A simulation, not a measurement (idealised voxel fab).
Process module heading - voxel transistor to metal
The cross-section on display is named cut; it measures 185 nm wide, and its cells are 5 nm squares.
Just so we're on the same page, the cross-sections are grids of square cells, and they're listed out in bands top to bottom, each band one or more rows deep.
Quick guide to a band line: top height, bottom height (nm) up front; then every material left to right with its width in nm. Only one material and it's marked "throughout"? Then it fills the band edge to edge. And "empty" just means empty space.
Heads up on the height convention: 0 is the point under which the incoming wafer is all one material, and the lowest band has no bottom, it just keeps going down, like "0 down".
A two-number width, for instance "30..40", indicates that the width is equal to the first number in the top row of the band and to the second number in the bottom row, and that it changes by a constant amount per row of cells.
Key: "nothing was modified" - step with no changed cell in the cross-section.
What "Closed cavities" gives you is every empty space of 8 cells or more that is cut off from the top. Each appears as width x height at distance, with the distance taken from the left edge and width, height and distance all in nm.
Past the settings on a step's line: simulator remark, on that step.
A step's line can hold "overlay nm"; with a mask on that step, the setting says how far right of the planned place the mask lay, while a negative setting says it lay to the left.
Heads up before you read on: it's before/after pairs around one process step each, after side only down to the lowest band that changed, step plus settings under the pair. Pairs can be from different runs of this module, same starting wafer, so only chain a pair onto the one above if its "Geometry before processing" entry says so.
### Geometry before processing
    0 down: Si throughout
    Closed cavities: none
### Cut View, Post-Step
    5 to 0: SiO2 throughout
    Beneath the level 0, the cross-section is identical to its previous state.
    Closed cavities: none
Relating the two cross-sections above, the step in between is CONFORMAL_DEP (material SiO2; thk nm 5)
Geometry before processing: the state before this step is the cross-section shown after the step in the pair just above.
### Cut View, Post-Step
    20 to 5: SiN throughout
    Beneath the level 5, the cross-section is identical to its previous state.
    Closed cavities: none
Relating the two cross-sections above, the step in between is CONFORMAL_DEP (material SiN; thk nm 15)
Geometry before processing: the state before this step is the cross-section shown after the step in the pair just above.
### Cut View, Post-Step
    30 to 20: aC throughout
    Beneath the level 20, the cross-section is identical to its previous state.
    Closed cavities: none
Relating the two cross-sections above, the step in between is DIRECTIONAL_DEP (material aC; thk nm 10)
Geometry before processing: the state before this step is the cross-section shown after the step in the pair just above.
### Cut View, Post-Step
    55 to 30: empty 40  resist 105  empty 40
    Beneath the level 30, the cross-section is identical to its previous state.
    Closed cavities: none
Relating the two cross-sections above, the step in between is PATTERN (tone cover; mask id ACTIVE; material resist; width nm 105; thk nm 25; overlay nm 0)
Geometry before processing: the state before this step is the cross-section shown after the step in the pair just above.
### Cut View, Post-Step
    45 to 30: empty 40  resist 105  empty 40
    30 to 20: empty 40  aC 105  empty 40
    Beneath the level 20, the cross-section is identical to its previous state.
    Closed cavities: none
Relating the two cross-sections above, the step in between is DIRECTIONAL_ETCH (etch materials aC; depth nm 10)
Geometry before processing: the state before this step is the cross-section shown after the step in the pair just above.
### Cut View, Post-Step
    30 to 20: empty 40  aC 105  empty 40
    Beneath the level 20, the cross-section is identical to its previous state.
    Closed cavities: none
Relating the two cross-sections above, the step in between is STRIP (etch materials resist)
Geometry before processing: the state before this step is the cross-section shown after the step in the pair just above.
### Cut View, Post-Step
    30 to 20: empty 40  aC 105  empty 40
    20 to 5: empty 40  SiN 105  empty 40
    Beneath the level 5, the cross-section is identical to its previous state.
    Closed cavities: none
Relating the two cross-sections above, the step in between is DIRECTIONAL_ETCH (etch materials SiN; depth nm 15)
Geometry before processing: the state before this step is the cross-section shown after the step in the pair just above.
### Cut View, Post-Step
    30 to 20: empty 40  aC 105  empty 40
    20 to 5: empty 40  SiN 105  empty 40
    5 to 0: empty 40  SiO2 105  empty 40
    Beneath the level 0, the cross-section is identical to its previous state.
    Closed cavities: none
Relating the two cross-sections above, the step in between is DIRECTIONAL_ETCH (etch materials SiO2; depth nm 5)
Geometry before processing: the state before this step is the cross-section shown after the step in the pair just above.
### Cut View, Post-Step
    30 to 20: empty 40  aC 105  empty 40
    20 to 5: empty 40  SiN 105  empty 40
    5 to 0: empty 40  SiO2 105  empty 40
    0 to -35: empty 40  Si 105  empty 40
    Beneath the level -35, the cross-section is identical to its previous state.
    Closed cavities: none
Relating the two cross-sections above, the step in between is DIRECTIONAL_ETCH (etch materials Si; depth nm 35)
Geometry before processing: the state before this step is the cross-section shown after the step in the pair just above.
### Cut View, Post-Step
    20 to 5: empty 40  SiN 105  empty 40
    Beneath the level 5, the cross-section is identical to its previous state.
    Closed cavities: none
Relating the two cross-sections above, the step in between is STRIP (etch materials aC)
Geometry before processing: the state before this step is the cross-section shown after the step in the pair just above.
### Cut View, Post-Step
    20 to 5: empty 40  SiN 105  empty 40
    5 to 0: empty 40  SiO2 105  empty 40
    0 to -35: empty 40  SiO2 5  Si 95  SiO2 5  empty 40
    -35 to -40: SiO2 45  Si 95  SiO2 45
    Beneath the level -40, the cross-section is identical to its previous state.
    Closed cavities: none
Relating the two cross-sections above, the step in between is OXIDIZE (depth nm 5)
Geometry before processing: the state before this step is the cross-section shown after the step in the pair just above.
### Cut View, Post-Step
    25 to 20: SiO2 throughout
    20 to 5: SiO2 40  SiN 105  SiO2 40
    5 to 0: SiO2 throughout
    0 to -40: SiO2 45  Si 95  SiO2 45
    Beneath the level -40, the cross-section is identical to its previous state.
    Closed cavities: none
Relating the two cross-sections above, the step in between is FILL_DEP (material SiO2; thk nm 5)
Geometry before processing: the state before this step is the cross-section shown after the step in the pair just above.
### Cut View, Post-Step
    20 to 5: SiO2 40  SiN 105  SiO2 40
    Beneath the level 5, the cross-section is identical to its previous state.
    Closed cavities: none
Relating the two cross-sections above, the step in between is CMP (height nm 20)
Geometry before processing: the state before this step is the cross-section shown after the step in the pair just above.
### Cut View, Post-Step
    20 to 10: empty 40  SiN 105  empty 40
    Beneath the level 10, the cross-section is identical to its previous state.
    Closed cavities: none
Relating the two cross-sections above, the step in between is SELECTIVE_ETCH (etch materials SiO2; depth nm 10)
Geometry before processing: the state before this step is the cross-section shown after the step in the pair just above.
### Cut View, Post-Step
    10 to 5: SiO2 40  empty 105  SiO2 40
    Beneath the level 5, the cross-section is identical to its previous state.
    Closed cavities: none
Relating the two cross-sections above, the step in between is STRIP (etch materials SiN)
Geometry before processing: the state before this step is the cross-section shown after the step in the pair just above.
### Cut View, Post-Step
    5 to 0: SiO2 35  empty 115  SiO2 35
    Beneath the level 0, the cross-section is identical to its previous state.
    Closed cavities: none
Relating the two cross-sections above, the step in between is SELECTIVE_ETCH (etch materials SiO2; depth nm 5)
Geometry before processing: the state before this step is the cross-section shown after the step in the pair just above.
### Cut View, Post-Step
    5 to 0: SiO2 35  empty 115  SiO2 35
    0 to -5: SiO2 throughout
    Beneath the level -5, the cross-section is identical to its previous state.
    Closed cavities: none
Relating the two cross-sections above, the step in between is OXIDIZE (depth nm 5)
Geometry before processing: the state before this step is the cross-section shown after the step in the pair just above.
### Cut View, Post-Step
    30 to 25: polySi 35  empty 115  polySi 35
    25 to 5: polySi throughout
    5 to 0: SiO2 35  polySi 115  SiO2 35
    Beneath the level 0, the cross-section is identical to its previous state.
    Closed cavities: none
Relating the two cross-sections above, the step in between is DIRECTIONAL_DEP (material polySi; thk nm 25)
Geometry before processing: the state before this step is the cross-section shown after the step in the pair just above.
### Cut View, Post-Step
    40 to 35: SiCN 35  empty 115  SiCN 35
    35 to 30: SiCN throughout
    30 to 25: polySi 35  SiCN 115  polySi 35
    Beneath the level 25, the cross-section is identical to its previous state.
    Closed cavities: none
Relating the two cross-sections above, the step in between is DIRECTIONAL_DEP (material SiCN; thk nm 10)
Geometry before processing: the state before this step is the cross-section shown after the step in the pair just above.
### Cut View, Post-Step
    55 to 50: aC 35  empty 115  aC 35
    50 to 40: aC throughout
    40 to 35: SiCN 35  aC 115  SiCN 35
    Beneath the level 35, the cross-section is identical to its previous state.
    Closed cavities: none
Relating the two cross-sections above, the step in between is DIRECTIONAL_DEP (material aC; thk nm 15)
Geometry before processing: the state before this step is the cross-section shown after the step in the pair just above.
### Cut View, Post-Step
    90 to 55: empty 75  resist 35  empty 75
    55 to 50: aC 35  empty 40  resist 35  empty 40  aC 35
    Beneath the level 50, the cross-section is identical to its previous state.
    Closed cavities: none
Relating the two cross-sections above, the step in between is PATTERN (tone cover; mask id GATE; material resist; width nm 35; thk nm 35; overlay nm 0)
Geometry before processing: the state before this step is the cross-section shown after the step in the pair just above.
### Cut View, Post-Step
    75 to 50: empty 75  resist 35  empty 75
    50 to 40: empty 75  aC 35  empty 75
    40 to 35: SiCN 35  empty 40  aC 35  empty 40  SiCN 35
    Beneath the level 35, the cross-section is identical to its previous state.
    Closed cavities: none
Relating the two cross-sections above, the step in between is DIRECTIONAL_ETCH (etch materials aC; depth nm 15)
Geometry before processing: the state before this step is the cross-section shown after the step in the pair just above.
### Cut View, Post-Step
    50 to 40: empty 75  aC 35  empty 75
    Beneath the level 40, the cross-section is identical to its previous state.
    Closed cavities: none
Relating the two cross-sections above, the step in between is STRIP (etch materials resist)
Geometry before processing: the state before this step is the cross-section shown after the step in the pair just above.
### Cut View, Post-Step
    50 to 35: empty 75  aC 35  empty 75
    35 to 30: empty 75  SiCN 35  empty 75
    30 to 25: polySi 35  empty 40  SiCN 35  empty 40  polySi 35
    Beneath the level 25, the cross-section is identical to its previous state.
    Closed cavities: none
Relating the two cross-sections above, the step in between is DIRECTIONAL_ETCH (etch materials SiCN; depth nm 20)
Geometry before processing: the state before this step is the cross-section shown after the step in the pair just above.
### Cut View, Post-Step
    50 to 35: empty 75  aC 35  empty 75
    35 to 25: empty 75  SiCN 35  empty 75
    25 to 5: empty 75  polySi 35  empty 75
    5 to 0: SiO2 35  empty 40  polySi 35  empty 40  SiO2 35
    Beneath the level 0, the cross-section is identical to its previous state.
    Closed cavities: none
Relating the two cross-sections above, the step in between is DIRECTIONAL_ETCH (etch materials polySi; depth nm 35)
Geometry before processing: the state before this step is the cross-section shown after the step in the pair just above.
### Cut View, Post-Step
    35 to 25: empty 75  SiCN 35  empty 75
    Beneath the level 25, the cross-section is identical to its previous state.
    Closed cavities: none
Relating the two cross-sections above, the step in between is STRIP (etch materials aC)
Geometry before processing: the state before this step is the cross-section shown after the step in the pair just above.
### Cut View, Post-Step
    45 to 35: empty 65  SiN 55  empty 65
    35 to 25: empty 65  SiN 10  SiCN 35  SiN 10  empty 65
    25 to 15: empty 65  SiN 10  polySi 35  SiN 10  empty 65
    15 to 10: SiN 45  empty 20  SiN 10  polySi 35  SiN 10  empty 20  SiN 45
    10 to 5: SiN 75  polySi 35  SiN 75
    5 to 0: SiO2 35  SiN 40  polySi 35  SiN 40  SiO2 35
    Beneath the level 0, the cross-section is identical to its previous state.
    Closed cavities: none
Relating the two cross-sections above, the step in between is CONFORMAL_DEP (material SiN; thk nm 10)
Geometry before processing: the state before this step is the cross-section shown after the step in the pair just above.
### Cut View, Post-Step
    35 to 25: empty 65  SiN 10  SiCN 35  SiN 10  empty 65
    25 to 5: empty 65  SiN 10  polySi 35  SiN 10  empty 65
    5 to 0: SiO2 35  SiN 10  empty 20  SiN 10  polySi 35  SiN 10  empty 20  SiN 10  SiO2 35
    Beneath the level 0, the cross-section is identical to its previous state.
    Closed cavities: none
Relating the two cross-sections above, the step in between is DIRECTIONAL_ETCH (etch materials SiN; depth nm 10)
Geometry before processing: the state before this step is the cross-section shown after the step in the pair just above.
### Cut View, Post-Step
    35 to 25: empty 65  SiN 10  SiCN 35  SiN 10  empty 65
    25 to 5: empty 65  SiN 10  polySi 35  SiN 10  empty 65
    5 to 0: empty 35  SiN 10  empty 20  SiN 10  polySi 35  SiN 10  empty 20  SiN 10  empty 35
    0 to -5: SiO2 45  empty 20  SiO2 55  empty 20  SiO2 45
    Beneath the level -5, the cross-section is identical to its previous state.
    Closed cavities: none
Relating the two cross-sections above, the step in between is DIRECTIONAL_ETCH (etch materials SiO2; depth nm 5)
Geometry before processing: the state before this step is the cross-section shown after the step in the pair just above.
### Cut View, Post-Step
    35 to 25: empty 65  SiN 10  SiCN 35  SiN 10  empty 65
    25 to 5: empty 65  SiN 10  polySi 35  SiN 10  empty 65
    5 to 0: empty 35  SiN 10  empty 20  SiN 10  polySi 35  SiN 10  empty 20  SiN 10  empty 35
    0 to -5: SiO2 45  empty 20  SiO2 55  empty 20  SiO2 45
    -5 to -10: SiO2 45  empty 20  Si 55  empty 20  SiO2 45
    Beneath the level -10, the cross-section is identical to its previous state.
    Closed cavities: none
Relating the two cross-sections above, the step in between is DIRECTIONAL_ETCH (etch materials Si; depth nm 5)
Geometry before processing: the state before this step is the cross-section shown after the step in the pair just above.
### Cut View, Post-Step
    35 to 25: empty 65  SiN 10  SiCN 35  SiN 10  empty 65
    25 to 5: empty 65  SiN 10  polySi 35  SiN 10  empty 65
    5 to 0: empty 35  SiN 10  empty 10  SiGe 10  SiN 10  polySi 35  SiN 10  SiGe 10  empty 10  SiN 10  empty 35
    0 to -5: SiO2 45  SiGe 20  SiO2 55  SiGe 20  SiO2 45
    -5 to -10: SiO2 45  SiGe 20  Si 55  SiGe 20  SiO2 45
    Beneath the level -10, the cross-section is identical to its previous state.
    Closed cavities: none
Relating the two cross-sections above, the step in between is EPI (material SiGe; thk nm 10)
Geometry before processing: the state before this step is the cross-section shown after the step in the pair just above.
### Cut View, Post-Step
    40 to 35: SiO2 throughout
    35 to 25: SiO2 65  SiN 10  SiCN 35  SiN 10  SiO2 65
    25 to 5: SiO2 65  SiN 10  polySi 35  SiN 10  SiO2 65
    5 to 0: SiO2 35  SiN 10  SiO2 10  SiGe 10  SiN 10  polySi 35  SiN 10  SiGe 10  SiO2 10  SiN 10  SiO2 35
    Beneath the level 0, the cross-section is identical to its previous state.
    Closed cavities: none
Relating the two cross-sections above, the step in between is FILL_DEP (material SiO2; thk nm 5)
Geometry before processing: the state before this step is the cross-section shown after the step in the pair just above.
### Cut View, Post-Step
    25 to 5: SiO2 65  SiN 10  polySi 35  SiN 10  SiO2 65
    Beneath the level 5, the cross-section is identical to its previous state.
    Closed cavities: none
Relating the two cross-sections above, the step in between is CMP (height nm 25)
Geometry before processing: the state before this step is the cross-section shown after the step in the pair just above.
### Cut View, Post-Step
    25 to 5: SiO2 65  SiN 10  empty 35  SiN 10  SiO2 65
    5 to 0: SiO2 35  SiN 10  SiO2 10  SiGe 10  SiN 10  empty 35  SiN 10  SiGe 10  SiO2 10  SiN 10  SiO2 35
    Beneath the level 0, the cross-section is identical to its previous state.
    Closed cavities: none
Relating the two cross-sections above, the step in between is STRIP (etch materials polySi)
Geometry before processing: the state before this step is the cross-section shown after the step in the pair just above.
### Cut View, Post-Step
    25 to 20: empty 65  SiN 10  empty 35  SiN 10  empty 65
    20 to 5: SiO2 65  SiN 10  empty 35  SiN 10  SiO2 65
    5 to 0: SiO2 35  SiN 10  SiO2 10  SiGe 10  SiN 10  empty 35  SiN 10  SiGe 10  SiO2 10  SiN 10  SiO2 35
    0 to -5: SiO2 45  SiGe 20  SiO2 5  empty 45  SiO2 5  SiGe 20  SiO2 45
    Beneath the level -5, the cross-section is identical to its previous state.
    Closed cavities: none
Relating the two cross-sections above, the step in between is SELECTIVE_ETCH (etch materials SiO2; depth nm 5)
Geometry before processing: the state before this step is the cross-section shown after the step in the pair just above.
### Cut View, Post-Step
    30 to 25: empty 60  HfO2 20  empty 25  HfO2 20  empty 60
    25 to 20: HfO2 65  SiN 10  HfO2 5  empty 25  HfO2 5  SiN 10  HfO2 65
    20 to 5: SiO2 65  SiN 10  HfO2 5  empty 25  HfO2 5  SiN 10  SiO2 65
    5 to 0: SiO2 35  SiN 10  SiO2 10  SiGe 10  SiN 10  HfO2 5  empty 25  HfO2 5  SiN 10  SiGe 10  SiO2 10  SiN 10  SiO2 35
    0 to -5: SiO2 45  SiGe 20  SiO2 5  HfO2 45  SiO2 5  SiGe 20  SiO2 45
    Beneath the level -5, the cross-section is identical to its previous state.
    Closed cavities: none
Relating the two cross-sections above, the step in between is CONFORMAL_DEP (material HfO2; thk nm 5)
Geometry before processing: the state before this step is the cross-section shown after the step in the pair just above.
### Cut View, Post-Step
    35 to 30: empty 55  TiN 30  empty 15  TiN 30  empty 55
    30 to 25: TiN 60  HfO2 20  TiN 5  empty 15  TiN 5  HfO2 20  TiN 60
    25 to 20: HfO2 65  SiN 10  HfO2 5  TiN 5  empty 15  TiN 5  HfO2 5  SiN 10  HfO2 65
    20 to 5: SiO2 65  SiN 10  HfO2 5  TiN 5  empty 15  TiN 5  HfO2 5  SiN 10  SiO2 65
    5 to 0: SiO2 35  SiN 10  SiO2 10  SiGe 10  SiN 10  HfO2 5  TiN 25  HfO2 5  SiN 10  SiGe 10  SiO2 10  SiN 10  SiO2 35
    Beneath the level 0, the cross-section is identical to its previous state.
    Closed cavities: none
Relating the two cross-sections above, the step in between is CONFORMAL_DEP (material TiN; thk nm 5)
Geometry before processing: the state before this step is the cross-section shown after the step in the pair just above.
### Cut View, Post-Step
    40 to 35: W throughout
    35 to 30: W 55  TiN 30  W 15  TiN 30  W 55
    30 to 25: TiN 60  HfO2 20  TiN 5  W 15  TiN 5  HfO2 20  TiN 60
    25 to 20: HfO2 65  SiN 10  HfO2 5  TiN 5  W 15  TiN 5  HfO2 5  SiN 10  HfO2 65
    20 to 5: SiO2 65  SiN 10  HfO2 5  TiN 5  W 15  TiN 5  HfO2 5  SiN 10  SiO2 65
    Beneath the level 5, the cross-section is identical to its previous state.
    Closed cavities: none
Relating the two cross-sections above, the step in between is FILL_DEP (material W; thk nm 5)
Geometry before processing: the state before this step is the cross-section shown after the step in the pair just above.
### Cut View, Post-Step
    20 to 5: SiO2 65  SiN 10  HfO2 5  TiN 5  W 15  TiN 5  HfO2 5  SiN 10  SiO2 65
    Beneath the level 5, the cross-section is identical to its previous state.
    Closed cavities: none
Relating the two cross-sections above, the step in between is CMP (height nm 20)
Geometry before processing: the state before this step is the cross-section shown after the step in the pair just above.
### Cut View, Post-Step
    30 to 20: SiO2 throughout
    Beneath the level 20, the cross-section is identical to its previous state.
    Closed cavities: none
Relating the two cross-sections above, the step in between is DIRECTIONAL_DEP (material SiO2; thk nm 10)
Geometry before processing: the state before this step is the cross-section shown after the step in the pair just above.
### Cut View, Post-Step
    45 to 30: aC throughout
    Beneath the level 30, the cross-section is identical to its previous state.
    Closed cavities: none
Relating the two cross-sections above, the step in between is DIRECTIONAL_DEP (material aC; thk nm 15)
Geometry before processing: the state before this step is the cross-section shown after the step in the pair just above.
### Cut View, Post-Step
    75 to 45: resist 45  empty 15  resist 65  empty 15  resist 45
    Beneath the level 45, the cross-section is identical to its previous state.
    Closed cavities: none
Relating the two cross-sections above, the step in between is PATTERN (tone open; mask id CONTACT; material resist; width nm 15; pitch nm 80; thk nm 30; overlay nm 0)
Geometry before processing: the state before this step is the cross-section shown after the step in the pair just above.
### Cut View, Post-Step
    60 to 45: resist 45  empty 15  resist 65  empty 15  resist 45
    45 to 30: aC 45  empty 15  aC 65  empty 15  aC 45
    Beneath the level 30, the cross-section is identical to its previous state.
    Closed cavities: none
Relating the two cross-sections above, the step in between is DIRECTIONAL_ETCH (etch materials aC; depth nm 15)
Geometry before processing: the state before this step is the cross-section shown after the step in the pair just above.
### Cut View, Post-Step
    45 to 30: aC 45  empty 15  aC 65  empty 15  aC 45
    Beneath the level 30, the cross-section is identical to its previous state.
    Closed cavities: none
Relating the two cross-sections above, the step in between is STRIP (etch materials resist)
Geometry before processing: the state before this step is the cross-section shown after the step in the pair just above.
### Cut View, Post-Step
    45 to 30: aC 45  empty 15  aC 65  empty 15  aC 45
    30 to 20: SiO2 45  empty 15  SiO2 65  empty 15  SiO2 45
    20 to 5: SiO2 45  empty 15  SiO2 5  SiN 10  HfO2 5  TiN 5  W 15  TiN 5  HfO2 5  SiN 10  SiO2 5  empty 15  SiO2 45
    5 to 0: SiO2 35  SiN 10  empty 10  SiGe 10  SiN 10  HfO2 5  TiN 25  HfO2 5  SiN 10  SiGe 10  empty 10  SiN 10  SiO2 35
    Beneath the level 0, the cross-section is identical to its previous state.
    Closed cavities: none
Relating the two cross-sections above, the step in between is DIRECTIONAL_ETCH (etch materials SiO2; depth nm 30)
Geometry before processing: the state before this step is the cross-section shown after the step in the pair just above.
### Cut View, Post-Step
    30 to 20: SiO2 45  empty 15  SiO2 65  empty 15  SiO2 45
    Beneath the level 20, the cross-section is identical to its previous state.
    Closed cavities: none
Relating the two cross-sections above, the step in between is STRIP (etch materials aC)
Geometry before processing: the state before this step is the cross-section shown after the step in the pair just above.
### Cut View, Post-Step
    35 to 30: TiN 50  empty 5  TiN 75  empty 5  TiN 50
    30 to 20: SiO2 45  TiN 5  empty 5  TiN 5  SiO2 65  TiN 5  empty 5  TiN 5  SiO2 45
    20 to 10: SiO2 45  TiN 5  empty 5  TiN 5  SiO2 5  SiN 10  HfO2 5  TiN 5  W 15  TiN 5  HfO2 5  SiN 10  SiO2 5  TiN 5  empty 5  TiN 5  SiO2 45
    10 to 5: SiO2 45  TiN 15  SiO2 5  SiN 10  HfO2 5  TiN 5  W 15  TiN 5  HfO2 5  SiN 10  SiO2 5  TiN 15  SiO2 45
    5 to 0: SiO2 35  SiN 10  TiN 10  SiGe 10  SiN 10  HfO2 5  TiN 25  HfO2 5  SiN 10  SiGe 10  TiN 10  SiN 10  SiO2 35
    Beneath the level 0, the cross-section is identical to its previous state.
    Closed cavities: none
Relating the two cross-sections above, the step in between is CONFORMAL_DEP (material TiN; thk nm 5)
Geometry before processing: the state before this step is the cross-section shown after the step in the pair just above.
### Cut View, Post-Step
    40 to 35: Ru throughout
    35 to 30: TiN 50  Ru 5  TiN 75  Ru 5  TiN 50
    30 to 20: SiO2 45  TiN 5  Ru 5  TiN 5  SiO2 65  TiN 5  Ru 5  TiN 5  SiO2 45
    20 to 10: SiO2 45  TiN 5  Ru 5  TiN 5  SiO2 5  SiN 10  HfO2 5  TiN 5  W 15  TiN 5  HfO2 5  SiN 10  SiO2 5  TiN 5  Ru 5  TiN 5  SiO2 45
    Beneath the level 10, the cross-section is identical to its previous state.
    Closed cavities: none
Relating the two cross-sections above, the step in between is FILL_DEP (material Ru; thk nm 5)
Geometry before processing: the state before this step is the cross-section shown after the step in the pair just above.
### Cut View, Post-Step
    30 to 20: SiO2 45  TiN 5  Ru 5  TiN 5  SiO2 65  TiN 5  Ru 5  TiN 5  SiO2 45
    Beneath the level 20, the cross-section is identical to its previous state.
    Closed cavities: none
Relating the two cross-sections above, the step in between is CMP (height nm 30)
Geometry before processing: the state before this step is the cross-section shown after the step in the pair just above.
### Cut View, Post-Step
    35 to 30: TiN throughout
    Beneath the level 30, the cross-section is identical to its previous state.
    Closed cavities: none
Relating the two cross-sections above, the step in between is DIRECTIONAL_DEP (material TiN; thk nm 5)
Geometry before processing: the state before this step is the cross-section shown after the step in the pair just above.
### Cut View, Post-Step
    55 to 35: W throughout
    Beneath the level 35, the cross-section is identical to its previous state.
    Closed cavities: none
Relating the two cross-sections above, the step in between is DIRECTIONAL_DEP (material W; thk nm 20)
Geometry before processing: the state before this step is the cross-section shown after the step in the pair just above.
### Cut View, Post-Step
    70 to 55: empty 45  resist 15  empty 65  resist 15  empty 45
    Beneath the level 55, the cross-section is identical to its previous state.
    Closed cavities: none
Relating the two cross-sections above, the step in between is PATTERN (tone cover; mask id METAL_1; material resist; width nm 15; pitch nm 80; thk nm 15; overlay nm 0)
Geometry before processing: the state before this step is the cross-section shown after the step in the pair just above.
### Cut View, Post-Step
    70 to 55: empty 45  resist 15  empty 65  resist 15  empty 45
    55 to 35: empty 45  W 15  empty 65  W 15  empty 45
    Beneath the level 35, the cross-section is identical to its previous state.
    Closed cavities: none
Relating the two cross-sections above, the step in between is DIRECTIONAL_ETCH (etch materials W; depth nm 20)
Geometry before processing: the state before this step is the cross-section shown after the step in the pair just above.
### Cut View, Post-Step
    70 to 55: empty 45  resist 15  empty 65  resist 15  empty 45
    55 to 35: empty 45  W 15  empty 65  W 15  empty 45
    35 to 30: empty 45  TiN 15  empty 65  TiN 15  empty 45
    Beneath the level 30, the cross-section is identical to its previous state.
    Closed cavities: none
Relating the two cross-sections above, the step in between is DIRECTIONAL_ETCH (etch materials TiN; depth nm 5)
Geometry before processing: the state before this step is the cross-section shown after the step in the pair just above.
### Cut View, Post-Step
    55 to 35: empty 45  W 15  empty 65  W 15  empty 45
    Beneath the level 35, the cross-section is identical to its previous state.
    Closed cavities: none
Relating the two cross-sections above, the step in between is STRIP (etch materials resist)
Geometry before processing: the state before this step is the cross-section shown after the step in the pair just above.
### Cut View, Post-Step
    65 to 55: SiO2 throughout
    55 to 35: SiO2 45  W 15  SiO2 65  W 15  SiO2 45
    35 to 30: SiO2 45  TiN 15  SiO2 65  TiN 15  SiO2 45
    Beneath the level 30, the cross-section is identical to its previous state.
    Closed cavities: none
Relating the two cross-sections above, the step in between is FILL_DEP (material SiO2; thk nm 10)
Geometry before processing: the state before this step is the cross-section shown after the step in the pair just above.
### Cut View, Post-Step
    55 to 35: SiO2 45  W 15  SiO2 65  W 15  SiO2 45
    Beneath the level 35, the cross-section is identical to its previous state.
    Closed cavities: none
Relating the two cross-sections above, the step in between is CMP (height nm 55)
Geometry before processing: the state before this step is the cross-section shown after the step in the pair just above.
### Cut View, Post-Step
    60 to 55: SiCN throughout
    Beneath the level 55, the cross-section is identical to its previous state.
    Closed cavities: none
Relating the two cross-sections above, the step in between is CONFORMAL_DEP (material SiCN; thk nm 5)
Geometry before processing: the state before this step is the cross-section shown after the step in the pair just above.
### Cut View, Post-Step
    90 to 60: lowk throughout
    Beneath the level 60, the cross-section is identical to its previous state.
    Closed cavities: none
Relating the two cross-sections above, the step in between is DIRECTIONAL_DEP (material lowk; thk nm 30)
Geometry before processing: the state before this step is the cross-section shown after the step in the pair just above.
### Cut View, Post-Step
    90 to 70: lowk 45  empty 15  lowk 65  empty 15  lowk 45
    Beneath the level 70, the cross-section is identical to its previous state.
    Closed cavities: none
Relating the two cross-sections above, the step in between is MASKED_ETCH (tone open; mask id METAL_2; width nm 15; pitch nm 80; etch materials lowk; depth nm 20; overlay nm 0)
Geometry before processing: the state before this step is the cross-section shown after the step in the pair just above.
### Cut View, Post-Step
    90 to 60: lowk 45  empty 15  lowk 65  empty 15  lowk 45
    Beneath the level 60, the cross-section is identical to its previous state.
    Closed cavities: none
Relating the two cross-sections above, the step in between is MASKED_ETCH (tone open; mask id METAL_2_HOLES; width nm 15; pitch nm 80; etch materials lowk; depth nm 10; overlay nm 0)
Geometry before processing: the state before this step is the cross-section shown after the step in the pair just above.
### Cut View, Post-Step
    90 to 60: lowk 45  empty 15  lowk 65  empty 15  lowk 45
    60 to 55: SiCN 45  empty 15  SiCN 65  empty 15  SiCN 45
    Beneath the level 55, the cross-section is identical to its previous state.
    Closed cavities: none
Relating the two cross-sections above, the step in between is MASKED_ETCH (tone open; mask id METAL_2_HOLES; width nm 15; pitch nm 80; etch materials SiCN; depth nm 5; overlay nm 0)
Geometry before processing: the state before this step is the cross-section shown after the step in the pair just above.
### Cut View, Post-Step
    95 to 90: TiN 50  empty 5  TiN 75  empty 5  TiN 50
    90 to 60: lowk 45  TiN 5  empty 5  TiN 5  lowk 65  TiN 5  empty 5  TiN 5  lowk 45
    60 to 55: SiCN 45  TiN 15  SiCN 65  TiN 15  SiCN 45
    Beneath the level 55, the cross-section is identical to its previous state.
    Closed cavities: none
Relating the two cross-sections above, the step in between is CONFORMAL_DEP (material TiN; thk nm 5)
Geometry before processing: the state before this step is the cross-section shown after the step in the pair just above.
### Cut View, Post-Step
    105 to 95: Cu throughout
    95 to 90: TiN 50  Cu 5  TiN 75  Cu 5  TiN 50
    90 to 60: lowk 45  TiN 5  Cu 5  TiN 5  lowk 65  TiN 5  Cu 5  TiN 5  lowk 45
    Beneath the level 60, the cross-section is identical to its previous state.
    Closed cavities: none
Relating the two cross-sections above, the step in between is FILL_DEP (material Cu; thk nm 10)
Geometry before processing: the state before this step is the cross-section shown after the step in the pair just above.
### Cut View, Post-Step
    90 to 60: lowk 45  TiN 5  Cu 5  TiN 5  lowk 65  TiN 5  Cu 5  TiN 5  lowk 45
    Beneath the level 60, the cross-section is identical to its previous state.
    Closed cavities: none
Relating the two cross-sections above, the step in between is CMP (height nm 90)
Geometry before processing: the state before this step is the cross-section shown after the step in the pair just above.
### Cut View, Post-Step
    95 to 90: SiN throughout
    Beneath the level 90, the cross-section is identical to its previous state.
    Closed cavities: none
Relating the two cross-sections above, the step in between is CONFORMAL_DEP (material SiN; thk nm 5)
### Geometry before processing
    0 down: Si throughout
    Closed cavities: none
### Cut View, Post-Step
    15 to 0: SiN throughout
    Beneath the level 0, the cross-section is identical to its previous state.
    Closed cavities: none
Relating the two cross-sections above, the step in between is CONFORMAL_DEP (material SiN; thk nm 15)
Geometry before processing: the state before this step is the cross-section shown after the step in the pair just above.
### Cut View, Post-Step
    25 to 15: aC throughout
    Beneath the level 15, the cross-section is identical to its previous state.
    Closed cavities: none
Relating the two cross-sections above, the step in between is DIRECTIONAL_DEP (material aC; thk nm 10)
Geometry before processing: the state before this step is the cross-section shown after the step in the pair just above.
### Cut View, Post-Step
    50 to 25: empty 40  resist 105  empty 40
    Beneath the level 25, the cross-section is identical to its previous state.
    Closed cavities: none
Relating the two cross-sections above, the step in between is PATTERN (tone cover; mask id ACTIVE; material resist; width nm 105; thk nm 25; overlay nm 0)
Geometry before processing: the state before this step is the cross-section shown after the step in the pair just above.
### Cut View, Post-Step
    40 to 25: empty 40  resist 105  empty 40
    25 to 15: empty 40  aC 105  empty 40
    Beneath the level 15, the cross-section is identical to its previous state.
    Closed cavities: none
Relating the two cross-sections above, the step in between is DIRECTIONAL_ETCH (etch materials aC; depth nm 10)
Geometry before processing: the state before this step is the cross-section shown after the step in the pair just above.
### Cut View, Post-Step
    25 to 15: empty 40  aC 105  empty 40
    Beneath the level 15, the cross-section is identical to its previous state.
    Closed cavities: none
Relating the two cross-sections above, the step in between is STRIP (etch materials resist)
Geometry before processing: the state before this step is the cross-section shown after the step in the pair just above.
### Cut View, Post-Step
    25 to 15: empty 40  aC 105  empty 40
    15 to 0: empty 40  SiN 105  empty 40
    Beneath the level 0, the cross-section is identical to its previous state.
    Closed cavities: none
Relating the two cross-sections above, the step in between is DIRECTIONAL_ETCH (etch materials SiN; depth nm 15)
